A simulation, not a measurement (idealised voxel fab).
Process module heading - voxel transistor to metal
We display cut, a cross-section 215 nm in width whose square cells are each 5 nm.
A cross-section is a grid of square cells, given in bands from the top down. A band is one or more rows of cells. Top, bottom (nm), then materials left to right with widths (nm); lone material tagged "everywhere" fills the whole band edge to edge; "air" = empty space. Measure heights from 0. That's the level where, below it, the as-received wafer is all one material. The lowest band is bottomless and extends downward; write it as in "0 down". The notation "30..40" denotes a width that varies across the rows of cells in the band, beginning at the first number in the top row, finishing at the second number in the bottom row, and changing by an identical amount from each row to the next. "all unchanged" -> step changed no cross-section cell. Reported under the label "Entrapped void list" are the empty spaces having no open way to the top and comprising 8 cells or more; the notation for each is width x height at distance, in which the distance is measured from the left edge and all three values are in nm. That trailing text on a step's line, after the settings, is the simulator's own remark on the step. Each step line may optionally specify "overlay nm", which for a step with a mask gives the rightward distance between the mask's planned place and where it lay, a negative value indicating the leftward direction.

-- Set out below are the planned steps of the process
1. RECEIVE, material Si
2. OXIDIZE, depth nm 5
3. CONFORMAL_DEP, material SiN, thk nm 10
4. MASKED_ETCH, tone cover, mask id ACTIVE, width nm 125, etch materials SiN, depth nm 10, overlay nm 0
5. MASKED_ETCH, tone cover, mask id ACTIVE, width nm 125, etch materials SiO2, depth nm 5, overlay nm 0
6. MASKED_ETCH, tone cover, mask id ACTIVE, width nm 125, etch materials Si, depth nm 20, overlay nm 0
7. FILL_DEP, material SiO2, thk nm 5
8. CMP, height nm 10
9. SELECTIVE_ETCH, etch materials SiO2, depth nm 10
10. STRIP, etch materials SiN
11. SELECTIVE_ETCH, etch materials SiO2, depth nm 5
12. OXIDIZE, depth nm 5
13. DIRECTIONAL_DEP, material polySi, thk nm 20
14. DIRECTIONAL_DEP, material SiCN, thk nm 15
15. DIRECTIONAL_DEP, material aC, thk nm 15
16. PATTERN, tone cover, mask id GATE, material resist, width nm 35, thk nm 35, overlay nm 0
17. DIRECTIONAL_ETCH, etch materials aC, depth nm 15
18. STRIP, etch materials resist
19. DIRECTIONAL_ETCH, etch materials SiCN, depth nm 25
20. DIRECTIONAL_ETCH, etch materials polySi, depth nm 30
21. STRIP, etch materials aC
22. CONFORMAL_DEP, material SiO2, thk nm 5
23. DIRECTIONAL_ETCH, etch materials SiO2, depth nm 5
24. CONFORMAL_DEP, material SiN, thk nm 10
25. DIRECTIONAL_ETCH, etch materials SiN, depth nm 10
26. DIRECTIONAL_ETCH, etch materials SiO2, depth nm 5
27. DIRECTIONAL_ETCH, etch materials Si, depth nm 5
28. EPI, material pSi, thk nm 5
29. FILL_DEP, material SiO2, thk nm 10
30. CMP, height nm 15
31. STRIP, etch materials polySi
32. SELECTIVE_ETCH, etch materials SiO2, depth nm 5
33. CONFORMAL_DEP, material HfO2, thk nm 5
34. CONFORMAL_DEP, material TiN, thk nm 5
35. FILL_DEP, material W, thk nm 10
36. CMP, height nm 10
37. DIRECTIONAL_DEP, material SiO2, thk nm 10
38. PATTERN, tone open, mask id CONTACT, material resist, width nm 20, pitch nm 85, thk nm 15, overlay nm 0
39. DIRECTIONAL_ETCH, etch materials SiO2, depth nm 30
40. STRIP, etch materials resist
41. CONFORMAL_DEP, material TiN, thk nm 5
42. FILL_DEP, material Ru, thk nm 5
43. CMP, height nm 20
44. DIRECTIONAL_DEP, material TiN, thk nm 5
45. DIRECTIONAL_DEP, material W, thk nm 15
46. DIRECTIONAL_DEP, material aC, thk nm 15
47. PATTERN, tone cover, mask id METAL_1, material resist, width nm 20, pitch nm 85, thk nm 35, overlay nm 0
48. DIRECTIONAL_ETCH, etch materials aC, depth nm 15
49. STRIP, etch materials resist
50. DIRECTIONAL_ETCH, etch materials W, depth nm 15
51. DIRECTIONAL_ETCH, etch materials TiN, depth nm 5
52. STRIP, etch materials aC
53. FILL_DEP, material lowk, thk nm 10
54. CMP, height nm 40
55. CONFORMAL_DEP, material SiCN, thk nm 5

-- As-received wafer cross-section (after step 1)
> 0 down = Si everywhere
> Entrapped void list: none

-- Wafer cross-section at module end: first of two, run to plan
> 45 to 40 = SiCN everywhere
> 40 to 25 = lowk: 55 | W: 20 | lowk: 65 | W: 20 | lowk: 55
> 25 to 20 = lowk: 55 | TiN: 20 | lowk: 65 | TiN: 20 | lowk: 55
> 20 to 10 = SiO2: 55 | TiN: 5 | Ru: 10 | TiN: 5 | SiO2: 65 | TiN: 5 | Ru: 10 | TiN: 5 | SiO2: 55
> 10 to 0 = SiO2: 55 | TiN: 5 | Ru: 10 | TiN: 5 | SiN: 10 | HfO2: 5 | TiN: 5 | W: 25 | TiN: 5 | HfO2: 5 | SiN: 10 | TiN: 5 | Ru: 10 | TiN: 5 | SiO2: 55
> 0 to -5 = SiO2: 55 | TiN: 5 | Ru: 5 | TiN: 10 | SiN: 10 | HfO2: 5 | TiN: 35 | HfO2: 5 | SiN: 10 | TiN: 10 | Ru: 5 | TiN: 5 | SiO2: 55
> -5 to -10 = SiO2: 55 | TiN: 15 | pSi: 5 | SiO2: 10 | HfO2: 45 | SiO2: 10 | pSi: 5 | TiN: 15 | SiO2: 55
> -10 to -15 = SiO2: 45 | pSi: 30 | Si: 65 | pSi: 30 | SiO2: 45
> -15 to -25 = SiO2: 45 | Si: 125 | SiO2: 45
> -25 down = Si everywhere
> Entrapped void list: none

-- Cross-section, wafer two of two, end of module: same start and plan as wafer one, one error in execution
> 45 to 40 = SiCN everywhere
> 40 to 25 = lowk: 60 | W: 20 | lowk: 65 | W: 20 | lowk: 50
> 25 to 20 = lowk: 60 | TiN: 20 | lowk: 65 | TiN: 20 | lowk: 50
> 20 to 10 = SiO2: 55 | TiN: 5 | Ru: 10 | TiN: 5 | SiO2: 65 | TiN: 5 | Ru: 10 | TiN: 5 | SiO2: 55
> 10 to 0 = SiO2: 55 | TiN: 5 | Ru: 10 | TiN: 5 | SiN: 10 | HfO2: 5 | TiN: 5 | W: 25 | TiN: 5 | HfO2: 5 | SiN: 10 | TiN: 5 | Ru: 10 | TiN: 5 | SiO2: 55
> 0 to -5 = SiO2: 55 | TiN: 5 | Ru: 5 | TiN: 10 | SiN: 10 | HfO2: 5 | TiN: 35 | HfO2: 5 | SiN: 10 | TiN: 10 | Ru: 5 | TiN: 5 | SiO2: 55
> -5 to -10 = SiO2: 55 | TiN: 15 | pSi: 5 | SiO2: 10 | HfO2: 45 | SiO2: 10 | pSi: 5 | TiN: 15 | SiO2: 55
> -10 to -15 = SiO2: 45 | pSi: 30 | Si: 65 | pSi: 30 | SiO2: 45
> -15 to -25 = SiO2: 45 | Si: 125 | SiO2: 45
> -25 down = Si everywhere
> Entrapped void list: none
Which mistake was made when the wafer was run? off-plan run, step 47, actual operation and settings PATTERN, tone cover, mask id METAL_1, material resist, width nm 20, pitch nm 85, thk nm 35, overlay nm 5
Cell counts per material: same on both final wafers. Positions: different.
